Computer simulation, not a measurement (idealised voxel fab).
process module | voxel released beams
cross-section cut | 200 nm wide | cells 5 nm
A cross-section is a grid of square cells, given in bands from the top down. A band is one or more rows of cells.
Each band's line starts with the height of the band's top and of its bottom, in nm. Then come its materials from left to right, each with its width in nm. One material with "throughout" fills the band from edge to edge. "air" is empty space.
Height 0 is the level under which the wafer as received is all one material. The lowest band goes on downwards, as in "0 down".
A width such as "30 to 40" changes by the same amount from each row of cells to the next, from the band's top row to its bottom row.
"no change" after a step means that no cell of the cross-section changed.
closed voids: empty space of 8 cells or more with no open way to the top, each as width x height at its distance from the left edge, in nm
after a step's settings: what the simulator itself notes on the step
overlay nm, on a step with a mask: how far to the right of its planned place the mask lay; to the left if negative
plan
1 op RECEIVE | material Si
2 op CONFORMAL_DEP | material SiN | thk nm 10
3 op DIRECTIONAL_DEP | material SiO2 | thk nm 10
4 op MASKED_ETCH | tone open | mask id ANCHOR | width nm 30 | etch materials SiO2 | depth nm 10 | overlay nm 0
5 op CONFORMAL_DEP | material W | thk nm 10
6 op DIRECTIONAL_DEP | material aC | thk nm 15
7 op PATTERN | tone cover | mask id BEAM | material resist | width nm 90 | thk nm 35 | overlay nm 0
8 op DIRECTIONAL_ETCH | etch materials aC | depth nm 15
9 op STRIP | etch materials resist
10 op DIRECTIONAL_ETCH | etch materials W | depth nm 10
11 op STRIP | etch materials aC
12 op STRIP | etch materials SiO2
as received, after step 1
  0 down: Si throughout
  closed voids: none
first wafer at the end, as planned
  30 to 20: air 50 | W 15 | air 10 | W 65 | air 60
  20 to 10: air 55 | W 30 | air 115
  10 to 0: SiN throughout
  0 down: Si throughout
  closed voids: none
second wafer at the end: like start, like plan, one mistake
  30 to 20: air 50 | W 45 | air 105
  20 to 10: air 45 | W 10 | SiO2 30 | W 55 | air 60
  10 to 0: SiN throughout
  0 down: Si throughout
  closed voids: none
what went wrong: step 4 ran as: op MASKED_ETCH | tone cover | mask id ANCHOR | width nm 30 | etch materials SiO2 | depth nm 10 | overlay nm 0
at the end the second wafer has, in cells: 12 more of SiO2
